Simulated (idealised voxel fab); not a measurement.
Documented hereafter: the process module known as voxel gate over fins.
Xsec cut, 280 nm wide, square cell size 5 nm.
Notation: cross-section as square-cell grid; stated in bands, top first, going down; one or more cell rows per band.
Look at the band entry: it leads with the top's height and the bottom's height in nm. Then it lists the materials left to right, with a width in nm for each. The word "edge to edge" on a single material says that material fills the band edge to edge. The word "blank" is empty space.
The reference from which all heights are counted is 0, the level beneath which the as-received wafer is entirely one material; the lowest band, having no lower bound, proceeds downward and is written after the example "z 0 and below".
A width given as "30..40" starts at the first number in the band's top row and ends at the second number in its bottom row, shifting by an equal amount at every step from row to row.
Where a step carries "nothing changed", the cross-section came out of it unchanged, cell for cell.
"closed voids" specifies each empty space that is not open to the top and that occupies no fewer than 8 cells, using the form width x height at distance, the distance measured from the left edge and all three quantities in nm.
after a step's settings: what the simulator itself notes on the step
overlay nm: for a step with a mask, the amount by which the mask lay right of where it was planned; a negative amount means left of it.

### The process steps that were planned are listed below
| 1 | RECEIVE,material Si |
| 2 | CONFORMAL_DEP,material SiN,thk nm 10 |
| 3 | DIRECTIONAL_DEP,material aC,thk nm 15 |
| 4 | PATTERN,tone cover,mask id FINS,material resist,width nm 15,pitch nm 50,thk nm 30,overlay nm 0 |
| 5 | DIRECTIONAL_ETCH,etch materials aC,depth nm 15 |
| 6 | STRIP,etch materials resist |
| 7 | DIRECTIONAL_ETCH,etch materials SiN,depth nm 10 |
| 8 | DIRECTIONAL_ETCH,etch materials Si,depth nm 30 |
| 9 | STRIP,etch materials aC |
| 10 | OXIDIZE,depth nm 5 |
| 11 | FILL_DEP,material SiO2,thk nm 15 |
| 12 | CMP,height nm 10 |
| 13 | MASKED_ETCH,tone open,mask id RAIL,width nm 15,etch materials SiO2,depth nm 35,overlay nm 0 |
| 14 | CONFORMAL_DEP,material TiN,thk nm 5 |
| 15 | FILL_DEP,material W,thk nm 5 |
| 16 | CMP,height nm 10 |
| 17 | SELECTIVE_ETCH,etch materials W Ru TiN,depth nm 25 |
| 18 | FILL_DEP,material SiO2,thk nm 5 |
| 19 | CMP,height nm 10 |
| 20 | SELECTIVE_ETCH,etch materials SiO2,depth nm 20 |
| 21 | STRIP,etch materials SiN |
| 22 | CONFORMAL_DEP,material HfO2,thk nm 5 |
| 23 | CONFORMAL_DEP,material TiN,thk nm 5 |
| 24 | FILL_DEP,material W,thk nm 15 |
| 25 | CMP,height nm 20 |
| 26 | CONFORMAL_DEP,material SiN,thk nm 5 |
It is noted that the wafers described herein are identical at the outset and are distinguished by the width nm of step 13; the value stated in the plan corresponds to the first wafer.

### The first of several wafers in cross-section, exactly as it reached us after step 1
* z 0 and below | Si edge to edge
* closed voids: none

### first wafer at the end, after step 26
* z 25 to 20 | SiN edge to edge
* z 20 to 10 | W edge to edge
* z 10 to 5 | W 50  TiN 25  W 25  TiN 25  W 25  TiN 25  W 25  TiN 25  W 55
* z 5 to 0 | W 50  TiN 5  HfO2 15  TiN 5  W 25  TiN 5  HfO2 15  TiN 5  W 25  TiN 5  HfO2 15  TiN 5  W 25  TiN 5  HfO2 15  TiN 5  W 55
* z 0 to -5 | TiN 55  HfO2 5  Si 5  HfO2 5  TiN 35  HfO2 5  Si 5  HfO2 5  TiN 35  HfO2 5  Si 5  HfO2 5  TiN 35  HfO2 5  Si 5  HfO2 5  TiN 60
* z -5 to -10 | HfO2 60  Si 5  HfO2 45  Si 5  HfO2 45  Si 5  HfO2 45  Si 5  HfO2 65
* z -10 to -15 | SiO2 60  Si 5  SiO2 45  Si 5  SiO2 45  Si 5  SiO2 45  Si 5  SiO2 65
* z -15 to -20 | SiO2 60  Si 5  SiO2 15  TiN 5  W 5  TiN 5  SiO2 15  Si 5  SiO2 45  Si 5  SiO2 45  Si 5  SiO2 65
* z -20 to -25 | SiO2 60  Si 5  SiO2 15  TiN 15  SiO2 15  Si 5  SiO2 45  Si 5  SiO2 45  Si 5  SiO2 65
* z -25 to -35 | SiO2 60  Si 5  SiO2 45  Si 5  SiO2 45  Si 5  SiO2 45  Si 5  SiO2 65
* z -35 and below | Si edge to edge
* closed voids: none

### So this is the cross-section on the last wafer at the end of the module
* z 25 to 20 | SiN edge to edge
* z 20 to 10 | W edge to edge
* z 10 to 5 | W 50  TiN 25  W 25  TiN 25  W 25  TiN 25  W 25  TiN 25  W 55
* z 5 to 0 | W 50  TiN 5  HfO2 15  TiN 5  W 25  TiN 5  HfO2 15  TiN 5  W 25  TiN 5  HfO2 15  TiN 5  W 25  TiN 5  HfO2 15  TiN 5  W 55
* z 0 to -5 | TiN 55  HfO2 5  Si 5  HfO2 5  TiN 35  HfO2 5  Si 5  HfO2 5  TiN 35  HfO2 5  Si 5  HfO2 5  TiN 35  HfO2 5  Si 5  HfO2 5  TiN 60
* z -5 to -10 | HfO2 60  Si 5  HfO2 45  Si 5  HfO2 45  Si 5  HfO2 45  Si 5  HfO2 65
* z -10 to -15 | SiO2 60  Si 5  SiO2 45  Si 5  SiO2 45  Si 5  SiO2 45  Si 5  SiO2 65
* z -15 to -20 | SiO2 60  Si 5  SiO2 10  TiN 5  W 20  TiN 5  SiO2 5  Si 5  SiO2 45  Si 5  SiO2 45  Si 5  SiO2 65
* z -20 to -25 | SiO2 60  Si 5  SiO2 10  TiN 30  SiO2 5  Si 5  SiO2 45  Si 5  SiO2 45  Si 5  SiO2 65
* z -25 to -35 | SiO2 60  Si 5  SiO2 45  Si 5  SiO2 45  Si 5  SiO2 45  Si 5  SiO2 65
* z -35 and below | Si edge to edge
* closed voids: none

### Rows = wafers. At module end, each row lists per material the cells gained (+) or lost (-) since the wafer was received, then the closed voids
width nm 15 | +72 HfO2 | -364 Si | +56 SiN | +254 SiO2 | +77 TiN | +185 W | closed voids: none
width nm 20 | +72 HfO2 | -364 Si | +56 SiN | +252 SiO2 | +78 TiN | +186 W | closed voids: none
width nm 25 | +72 HfO2 | -364 Si | +56 SiN | +250 SiO2 | +79 TiN | +187 W | closed voids: none
width nm 30 | +72 HfO2 | -364 Si | +56 SiN | +248 SiO2 | +80 TiN | +188 W | closed voids: none
